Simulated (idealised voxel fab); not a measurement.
Process module name: voxel spacer lines
It is cross-section cut that appears here, measuring 140 nm in width, its square cells being 5 nm in size.
In what follows, cross-sections appear as grids of square cells, described through bands that run from the top down, where every band is one or more rows of cells. What a band's entry tells you: where the top is and where the bottom is, as heights in nm, and after that what lies inside, material by material from left to right, each with its width in nm. Empty space is written as the word "empty", and a single material marked with the word "everywhere" occupies the band from edge to edge. Heights are expressed relative to 0, this being the level below which the as-received wafer comprises one material exclusively. The lowest band is unbounded in the downward direction and is denoted as in "0 and below". A two-number width, for instance "30 to 40", indicates that the width is equal to the first number in the top row of the band and to the second number in the bottom row, and that it changes by a constant amount per row of cells. "nothing changed" after a step means that no cell of the cross-section changed. This entry, "Enclosed empty spaces", enumerates those empty regions of no fewer than 8 cells that possess no open connection to the top. Each region is reported in the form width x height at distance, the distance being taken from the left edge, with all three quantities expressed in nm. Where a step's line continues beyond its settings, the continuation is a remark by the simulator itself on that step. Each step line may optionally specify "overlay nm", which for a step with a mask gives the rightward distance between the mask's planned place and where it lay, a negative value indicating the leftward direction.

The steps planned for the process are as follows
- 1: RECEIVE [material Si]
- 2: CONFORMAL_DEP [material SiO2] [thk nm 5]
- 3: DIRECTIONAL_DEP [material W] [thk nm 20]
- 4: DIRECTIONAL_DEP [material aC] [thk nm 30]
- 5: PATTERN [tone cover] [mask id MANDREL] [material resist] [width nm 25] [pitch nm 80] [thk nm 40] [overlay nm 0]
- 6: DIRECTIONAL_ETCH [etch materials aC] [depth nm 30]
- 7: STRIP [etch materials resist]
- 8: CONFORMAL_DEP [material SiN] [thk nm 15]
- 9: DIRECTIONAL_ETCH [etch materials SiN] [depth nm 15]
- 10: STRIP [etch materials aC]
- 11: DIRECTIONAL_ETCH [etch materials W] [depth nm 20]
- 12: STRIP [etch materials SiN]
- 13: FILL_DEP [material SiO2] [thk nm 5]
- 14: CMP [height nm 25]

As received (post step 1): cross-section
  0 and below | Si everywhere
  Enclosed empty spaces: none

Final cross-section, module run with one mistake (start and plan as above)
  25 down to 5 | SiO2 5 | W 15 | SiO2 15 | W 15 | SiO2 35 | W 15 | SiO2 15 | W 15 | SiO2 10
  5 down to 0 | SiO2 everywhere
  0 and below | Si everywhere
  Enclosed empty spaces: none
Misprocessing identified: planned and actual differ for step 5; actual: PATTERN [tone cover] [mask id MANDREL] [material resist] [width nm 15] [pitch nm 80] [thk nm 40] [overlay nm 0]
